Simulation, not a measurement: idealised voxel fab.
process module | voxel self aligned vias
cross-section cut | 250 nm wide | cells 5 nm
A cross-section is a grid of square cells, given in bands from the top down. A band is one or more rows of cells.
Each band's line starts with the height of the band's top and of its bottom, in nm. Then come its materials from left to right, each with its width in nm. One material with "throughout" fills the band from edge to edge. "air" is empty space.
Height 0 is the level under which the wafer as received is all one material. The lowest band goes on downwards, as in "0 down".
A width such as "30 to 40" changes by the same amount from each row of cells to the next, from the band's top row to its bottom row.
"no change" after a step means that no cell of the cross-section changed.
closed voids: empty space of 8 cells or more with no open way to the top, each as width x height at its distance from the left edge, in nm
after a step's settings: what the simulator itself notes on the step
overlay nm, on a step with a mask: how far to the right of its planned place the mask lay; to the left if negative
plan
1 op RECEIVE | material Si
2 op CONFORMAL_DEP | material SiO2 | thk nm 15
3 op CONFORMAL_DEP | material SiCN | thk nm 5
4 op DIRECTIONAL_DEP | material lowk | thk nm 25
5 op MASKED_ETCH | tone open | mask id LINES | width nm 25 | pitch nm 60 | etch materials lowk | depth nm 25 | overlay nm 0
6 op CONFORMAL_DEP | material TiN | thk nm 5
7 op FILL_DEP | material Ru | thk nm 5
8 op CMP | height nm 45
9 op SELECTIVE_ETCH | etch materials W Ru TiN | depth nm 10
10 op FILL_DEP | material SiN | thk nm 5
11 op CMP | height nm 45
12 op DIRECTIONAL_DEP | material lowk | thk nm 20
13 op PATTERN | tone open | mask id VIAS | material resist | width nm 45 | thk nm 20 | overlay nm 0
14 op DIRECTIONAL_ETCH | etch materials lowk | depth nm 20
15 op DIRECTIONAL_ETCH | etch materials SiN | depth nm 10
16 op STRIP | etch materials resist
17 op CONFORMAL_DEP | material TiN | thk nm 5
18 op FILL_DEP | material Ru | thk nm 5
19 op CMP | height nm 65
20 op CONFORMAL_DEP | material SiCN | thk nm 5
as received, after step 1
  0 down: Si throughout
  closed voids: none
a wafer at the end: this start, this plan, one mistake
  70 to 65: SiCN throughout
  65 to 50: lowk 70 | TiN 5 | Ru 35 | TiN 5 | lowk 135
  50 to 45: lowk 70 | TiN 45 | lowk 135
  45 to 40: SiCN throughout
  40 to 15: lowk throughout
  15 to 0: SiO2 throughout
  0 down: Si throughout
  closed voids: none
what went wrong: steps 3 and 4 were swapped
